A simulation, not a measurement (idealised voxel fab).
process module | voxel tone inversion
Section shown: cut. Width: 300 nm. Cell size: 5 nm, square.
Bands, listed from the top down, are how a cross-section gets written in this document; the cross-section itself is a grid of square cells, and a band is one or more rows of them.
This entry defines a band. It first specifies the height of the band's top and the height of its bottom in nm, and then specifies the band's materials from left to right, stating each material with its width in nm. The word "all across" identifies a single material that fills the band from edge to edge, while the word "air" identifies empty space.
Heights from 0 (as-received wafer is one material below). Bottom band endless downward, as "0 nm and below".
A width such as "30 to 40" changes by the same amount from each row of cells to the next, from the band's top row to its bottom row.
When a step is marked "remains unaltered", none of the cells in the cross-section changed during that step.
Each empty space that has no open way to the top and spans at least 8 cells appears under "Closed-off voids" as width x height at distance, the distance counted from the left edge, all in nm.
What comes after the settings on a step's line is commentary from the simulator itself on that step.
overlay nm: mask right of planned place by this much (step with mask). Neg. = left.
# This section lists the process steps that were planned
1 RECEIVE,material Si
2 CONFORMAL_DEP,material SiN,thk nm 5
3 DIRECTIONAL_DEP,material aC,thk nm 20
4 PATTERN,tone cover,mask id POSTS,material resist,width nm 25,pitch nm 45,thk nm 25,overlay nm 0
5 DIRECTIONAL_ETCH,etch materials aC,depth nm 20
6 STRIP,etch materials resist
7 FILL_DEP,material SiO2,thk nm 10
8 CMP,height nm 25
9 STRIP,etch materials aC
# Cross-section of the wafer as it came to us, i.e., already through step 1
- 0 nm and below: Si all across
- Closed-off voids: none
# Wafer cross-section at module end: first of two, run to plan
- 25 nm to 5 nm: 70 of SiO2 | 25 of air | 20 of SiO2 | 25 of air | 20 of SiO2 | 25 of air | 20 of SiO2 | 25 of air | 70 of SiO2
- 5 nm to 0 nm: SiN all across
- 0 nm and below: Si all across
- Closed-off voids: none
# Cross-section, second wafer: same start as the first, same plan as the first, one mistake in running it; taken at the end of the module
- 25 nm to 20 nm: SiN all across
- 20 nm to 0 nm: aC all across
- 0 nm and below: Si all across
- Closed-off voids: none
Want to know what went wrong? note: step 2 <-> step 3, run order reversed vs plan
The second wafer ends with more or fewer cells of some materials than the first, per final count: SiO2 -160; aC +240
